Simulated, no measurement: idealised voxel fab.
process module | voxel self aligned contacts
cross-section cut | 225 nm wide | cells 5 nm
A cross-section is a grid of square cells, given in bands from the top down. A band is one or more rows of cells.
Each band's line starts with the height of the band's top and of its bottom, in nm. Then come its materials from left to right, each with its width in nm. One material with "throughout" fills the band from edge to edge. "air" is empty space.
Height 0 is the level under which the wafer as received is all one material. The lowest band goes on downwards, as in "0 down".
A width such as "30 to 40" changes by the same amount from each row of cells to the next, from the band's top row to its bottom row.
"no change" after a step means that no cell of the cross-section changed.
closed voids: empty space of 8 cells or more with no open way to the top, each as width x height at its distance from the left edge, in nm
after a step's settings: what the simulator itself notes on the step
overlay nm, on a step with a mask: how far to the right of its planned place the mask lay; to the left if negative
plan
1 op RECEIVE | material Si
2 op OXIDIZE | depth nm 5
3 op DIRECTIONAL_DEP | material polySi | thk nm 30
4 op DIRECTIONAL_DEP | material SiN | thk nm 20
5 op PATTERN | tone cover | mask id GATE | material resist | width nm 35 | pitch nm 70 | thk nm 20 | overlay nm 0
6 op DIRECTIONAL_ETCH | etch materials SiN | depth nm 20
7 op DIRECTIONAL_ETCH | etch materials polySi | depth nm 30
8 op STRIP | etch materials resist
9 op CONFORMAL_DEP | material SiN | thk nm 5
10 op DIRECTIONAL_ETCH | etch materials SiN | depth nm 5
11 op FILL_DEP | material SiO2 | thk nm 20
12 op CMP | height nm 60
13 op DIRECTIONAL_DEP | material aC | thk nm 10
14 op PATTERN | tone open | mask id CONTACT | material resist | width nm 55 | pitch nm 70 | thk nm 25 | overlay nm 0
15 op DIRECTIONAL_ETCH | etch materials aC | depth nm 10
16 op STRIP | etch materials resist
17 op DIRECTIONAL_ETCH | etch materials SiO2 | depth nm 65
18 op STRIP | etch materials aC
19 op CONFORMAL_DEP | material TiN | thk nm 5
20 op FILL_DEP | material W | thk nm 5
21 op CMP | height nm 60
22 op CONFORMAL_DEP | material SiN | thk nm 5
as received, after step 1
  0 down: Si throughout
  closed voids: none
first wafer at the end, as planned
  65 to 60: SiN throughout
  60 to 50: SiO2 50 | TiN 5 to 20 | W 45 to 15 | TiN 5 to 20 | SiO2 15 | TiN 5 to 20 | W 45 to 15 | TiN 5 to 20 | SiO2 50
  50 to 30: SiO2 20 | SiN 45 | TiN 5 | W 15 | TiN 5 | SiN 45 | TiN 5 | W 15 | TiN 5 | SiN 45 | SiO2 20
  30 to 0: SiO2 20 | SiN 5 | polySi 35 | SiN 5 | TiN 5 | W 15 | TiN 5 | SiN 5 | polySi 35 | SiN 5 | TiN 5 | W 15 | TiN 5 | SiN 5 | polySi 35 | SiN 5 | SiO2 20
  0 to -5: SiO2 65 | TiN 25 | SiO2 45 | TiN 25 | SiO2 65
  -5 down: Si throughout
  closed voids: none
second wafer at the end: like start, like plan, one mistake
  65 to 60: SiN throughout
  60 to 55: SiO2 50 | TiN 5 | W 45 | TiN 5 | SiO2 15 | TiN 5 | W 45 | TiN 5 | SiO2 50
  55 to 50: SiO2 50 | TiN 55 | SiO2 15 | TiN 55 | SiO2 50
  50 to 30: SiN 30 | SiO2 20 | TiN 5 | SiN 45 | TiN 5 | SiO2 15 | TiN 5 | SiN 45 | TiN 5 | SiO2 20 | SiN 30
  30 to 0: polySi 25 | SiN 5 | SiO2 20 | TiN 5 | SiN 5 | polySi 35 | SiN 5 | TiN 5 | SiO2 15 | TiN 5 | SiN 5 | polySi 35 | SiN 5 | TiN 5 | SiO2 20 | SiN 5 | polySi 25
  0 to -5: SiO2 50 | TiN 5 | SiO2 45 | TiN 5 | SiO2 15 | TiN 5 | SiO2 45 | TiN 5 | SiO2 50
  -5 down: Si throughout
  closed voids: none
what went wrong: step 5 ran as: op PATTERN | tone open | mask id GATE | material resist | width nm 35 | pitch nm 70 | thk nm 20 | overlay nm 0
at the end the second wafer has, in cells: 12 more of SiN | 36 more of SiO2 | 66 fewer of W | 18 more of polySi
